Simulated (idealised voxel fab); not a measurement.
You're looking at the process module voxel self aligned contacts.
Section cut is 240 nm wide and gridded with 5 nm square cells.
If you're reading a cross-section in this doc, picture square cells in a grid; it comes to you as bands, top ones listed first down to the bottom, and a band can be one or more rows of cells.
Per band: top height and bottom height in nm, followed by the left-to-right materials and their widths in nm; "all across" marks a single material spanning edge to edge, "empty" marks empty space.
The reference from which all heights are counted is 0, the level beneath which the as-received wafer is entirely one material; the lowest band, having no lower bound, proceeds downward and is written after the example "0 -> down".
Width: "30..40" (first number = top row, second number = bottom row, same change from row to row of cells).
Reading "no modification" for a step: not a cell of the cross-section changed in it.
You'll see "Sealed void inventory" listing empty spaces that have no way open to the top, as long as they're 8 cells or more; the notation is width x height at distance, where the distance is from the left edge, and all of it is in nm.
Post-settings text on a step line: simulator's own remark regarding the step.
Steps that use a mask can have "overlay nm" on their line. It says how far the mask sat to the right of where it was meant to be. Negative means to the left.
Plan
1) RECEIVE | material Si
2) CONFORMAL_DEP | material SiO2 | thk nm 5
3) DIRECTIONAL_DEP | material polySi | thk nm 25
4) DIRECTIONAL_DEP | material SiN | thk nm 20
5) DIRECTIONAL_DEP | material aC | thk nm 10
6) PATTERN | tone cover | mask id GATE | material resist | width nm 35 | pitch nm 75 | thk nm 25 | overlay nm 0
7) DIRECTIONAL_ETCH | etch materials aC | depth nm 10
8) STRIP | etch materials resist
9) DIRECTIONAL_ETCH | etch materials SiN | depth nm 20
10) DIRECTIONAL_ETCH | etch materials polySi | depth nm 25
11) STRIP | etch materials aC
12) CONFORMAL_DEP | material SiN | thk nm 10
13) DIRECTIONAL_ETCH | etch materials SiN | depth nm 10
14) FILL_DEP | material SiO2 | thk nm 10
15) CMP | height nm 55
16) MASKED_ETCH | tone open | mask id CONTACT | width nm 60 | etch materials SiO2 | depth nm 55 | overlay nm 0
17) CONFORMAL_DEP | material TiN | thk nm 5
18) FILL_DEP | material W | thk nm 5
19) CMP | height nm 55
20) CONFORMAL_DEP | material SiCN | thk nm 5
The cross-section here shows the wafer as received, i.e. in its state after step 1
> 0 -> down: Si all across
> Sealed void inventory: none
End-of-module cross-section of the first of two wafers, processed as planned
> 60 -> 55: SiCN all across
> 55 -> 50: SiO2 90 nm | TiN 25 nm | W 10 nm | TiN 25 nm | SiO2 90 nm
> 50 -> 30: SiO2 55 nm | SiN 55 nm | TiN 5 nm | W 10 nm | TiN 5 nm | SiN 55 nm | SiO2 55 nm
> 30 -> 5: SiO2 55 nm | SiN 10 nm | polySi 35 nm | SiN 10 nm | TiN 5 nm | W 10 nm | TiN 5 nm | SiN 10 nm | polySi 35 nm | SiN 10 nm | SiO2 55 nm
> 5 -> 0: SiO2 110 nm | TiN 20 nm | SiO2 110 nm
> 0 -> down: Si all across
> Sealed void inventory: none
This cross-section belongs to the second wafer of two at the end of the module; the start and the plan were shared with the first, and the run included one mistake
> 60 -> 55: SiCN all across
> 55 -> 50: SiO2 115 nm | W 10 nm | SiO2 115 nm
> 50 -> 30: SiO2 55 nm | SiN 55 nm | SiO2 5 nm | W 10 nm | SiO2 5 nm | SiN 55 nm | SiO2 55 nm
> 30 -> 5: SiO2 55 nm | SiN 10 nm | polySi 35 nm | SiN 10 nm | SiO2 5 nm | W 10 nm | SiO2 5 nm | SiN 10 nm | polySi 35 nm | SiN 10 nm | SiO2 55 nm
> 5 -> 0: SiO2 all across
> 0 -> down: Si all across
> Sealed void inventory: none
Against the plan, the run slipped here: step 17, actual vs plan mismatch, actual run CONFORMAL_DEP | material SiO2 | thk nm 5
Cell-count delta at end, second wafer over first, by material: +32 SiO2, -32 TiN
